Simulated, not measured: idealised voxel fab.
The name of this process module is voxel trench capacitor.
This is section cut - it's 300 nm across, gridded in 5 nm square cells.
Just so we're on the same page, the cross-sections are grids of square cells, and they're listed out in bands top to bottom, each band one or more rows deep. The entry gives the band's vertical extent as a top height and a bottom height in nm, then its horizontal make-up as materials from left to right, each with a width in nm. "empty" stands for empty space; a single material marked "everywhere" fills the band edge to edge. A quick word on heights: they are counted from 0, and under that level the wafer as it came to us is one material throughout. The lowest band is different from the rest in having no bottom; it simply continues downward, written as in "0 nm and below". Think of "30->40" as a width that walks from the first number to the second as you go down the band, top row to bottom row, taking equal-sized steps from row to row. "no change" means the step left every cell of the cross-section as it was. "Closed void roster" - sealed voids, min. 8 cells, no opening to top; format: width x height at distance (distance from left edge; nm throughout). Text after the settings on a step's line: the simulator's own remark on that step. overlay nm: mask right of planned place by this much (step with mask). Neg. = left.

THE STEPS PLANNED FOR THE PROCESS ARE AS FOLLOWS
- 1: RECEIVE,material Si
- 2: CONFORMAL_DEP,material SiN,thk nm 10
- 3: PATTERN,tone open,mask id TRENCH,material resist,width nm 15,pitch nm 40,thk nm 20,overlay nm 0
- 4: DIRECTIONAL_ETCH,etch materials SiN,depth nm 10
- 5: DIRECTIONAL_ETCH,etch materials Si,depth nm 25
- 6: STRIP,etch materials resist
- 7: CONFORMAL_DEP,material Al2O3,thk nm 5
- 8: FILL_DEP,material polySi,thk nm 5
- 9: CMP,height nm 10

THIS IS THE CROSS-SECTION OF THE WAFER AS WE RECEIVED IT, I.E. AFTER STEP 1
> 0 nm and below: Si everywhere
> Closed void roster: none

WAFER CROSS-SECTION AT MODULE END: FIRST OF TWO, RUN TO PLAN
> 10 nm to 0 nm: 80 of SiN  5 of Al2O3  5 of polySi  5 of Al2O3  25 of SiN  5 of Al2O3  5 of polySi  5 of Al2O3  25 of SiN  5 of Al2O3  5 of polySi  5 of Al2O3  25 of SiN  5 of Al2O3  5 of polySi  5 of Al2O3  85 of SiN
> 0 nm to -20 nm: 80 of Si  5 of Al2O3  5 of polySi  5 of Al2O3  25 of Si  5 of Al2O3  5 of polySi  5 of Al2O3  25 of Si  5 of Al2O3  5 of polySi  5 of Al2O3  25 of Si  5 of Al2O3  5 of polySi  5 of Al2O3  85 of Si
> -20 nm to -25 nm: 80 of Si  15 of Al2O3  25 of Si  15 of Al2O3  25 of Si  15 of Al2O3  25 of Si  15 of Al2O3  85 of Si
> -25 nm and below: Si everywhere
> Closed void roster: none

SECOND WAFER AT THE END: LIKE START, LIKE PLAN, ONE MISTAKE
> 10 nm to 0 nm: 80 of SiN  5 of Al2O3  5 of polySi  5 of Al2O3  25 of SiN  5 of Al2O3  5 of polySi  5 of Al2O3  25 of SiN  5 of Al2O3  5 of polySi  5 of Al2O3  25 of SiN  5 of Al2O3  5 of polySi  5 of Al2O3  85 of SiN
> 0 nm to -45 nm: 80 of Si  5 of Al2O3  5 of polySi  5 of Al2O3  25 of Si  5 of Al2O3  5 of polySi  5 of Al2O3  25 of Si  5 of Al2O3  5 of polySi  5 of Al2O3  25 of Si  5 of Al2O3  5 of polySi  5 of Al2O3  85 of Si
> -45 nm to -50 nm: 80 of Si  15 of Al2O3  25 of Si  15 of Al2O3  25 of Si  15 of Al2O3  25 of Si  15 of Al2O3  85 of Si
> -50 nm and below: Si everywhere
> Closed void roster: none
Plan not followed: the plan had its step 5 run twice
The closing comparison, in cells, has the second wafer with more or fewer of some materials than the first: Al2O3: 40 more, Si: 60 fewer, polySi: 20 more
